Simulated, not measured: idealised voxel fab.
The process module that follows is named voxel released beams.
Section shown: cut. Width: 290 nm. Cell size: 5 nm, square.
Heads up, the way a cross-section reads in here is a grid of square cells, handed over as bands from the top down, with every band being one or more rows of cells. Quick guide to a band line: top height, bottom height (nm) up front; then every material left to right with its width in nm. Only one material and it's marked "edge to edge"? Then it fills the band edge to edge. And "blank" just means empty space. Height 0 is the level under which the wafer as received is all one material. The lowest band goes on downwards, as in "0 -> down". With a width like "30..40", each row of cells in the band differs from the next by the same amount, the top row carrying the first number and the bottom row the second. Where the words "no modification" appear for a step, the cross-section shows no cell changed by that step; every cell remained as before. You'll see "Enclosed internal voids" listing empty spaces that have no way open to the top, as long as they're 8 cells or more; the notation is width x height at distance, where the distance is from the left edge, and all of it is in nm. Heads up: the bit after the settings on a step's line is the simulator's remark on that step. The setting "overlay nm" may be written on the line of a step. When the step uses a mask, the value reports how far to the right of the planned place the mask lay, and a negative value reports that it lay to the left.

# So here's the lineup of process steps we planned
- 1: RECEIVE with material Si
- 2: CONFORMAL_DEP with material SiN, thk nm 5
- 3: DIRECTIONAL_DEP with material SiO2, thk nm 10
- 4: DIRECTIONAL_DEP with material aC, thk nm 10
- 5: PATTERN with tone open, mask id ANCHOR, material resist, width nm 40, thk nm 25, overlay nm 0
- 6: DIRECTIONAL_ETCH with etch materials aC, depth nm 10
- 7: STRIP with etch materials resist
- 8: DIRECTIONAL_ETCH with etch materials SiO2, depth nm 10
- 9: STRIP with etch materials aC
- 10: CONFORMAL_DEP with material W, thk nm 15
- 11: MASKED_ETCH with tone cover, mask id BEAM, width nm 120, etch materials W, depth nm 15, overlay nm 0
- 12: STRIP with etch materials SiO2

# Delivered wafer in cross-section: state after step 1
* 0 -> down: Si edge to edge
* Enclosed internal voids: none

# Cross-section: first of two wafers, module finished, run according to plan
* 30 -> 20: 80 nm blank, 20 nm W, 10 nm blank, 90 nm W, 90 nm blank
* 20 -> 15: 80 nm blank, 120 nm W, 90 nm blank
* 15 -> 5: 85 nm blank, 40 nm W, 165 nm blank
* 5 -> 0: SiN edge to edge
* 0 -> down: Si edge to edge
* Enclosed internal voids: none

# This cross-section belongs to the second wafer of two at the end of the module; the start and the plan were shared with the first, and the run included one mistake
* 25 -> 15: 80 nm blank, 20 nm W, 10 nm blank, 90 nm W, 90 nm blank
* 15 -> 10: 80 nm blank, 120 nm W, 90 nm blank
* 10 -> 0: 85 nm blank, 40 nm W, 165 nm blank
* 0 -> down: Si edge to edge
* Enclosed internal voids: none
Deviation from plan: step 2 was left out
Bottom line after processing is that, in cells, the second wafer is up or down on some materials versus the first: SiN: 58 fewer
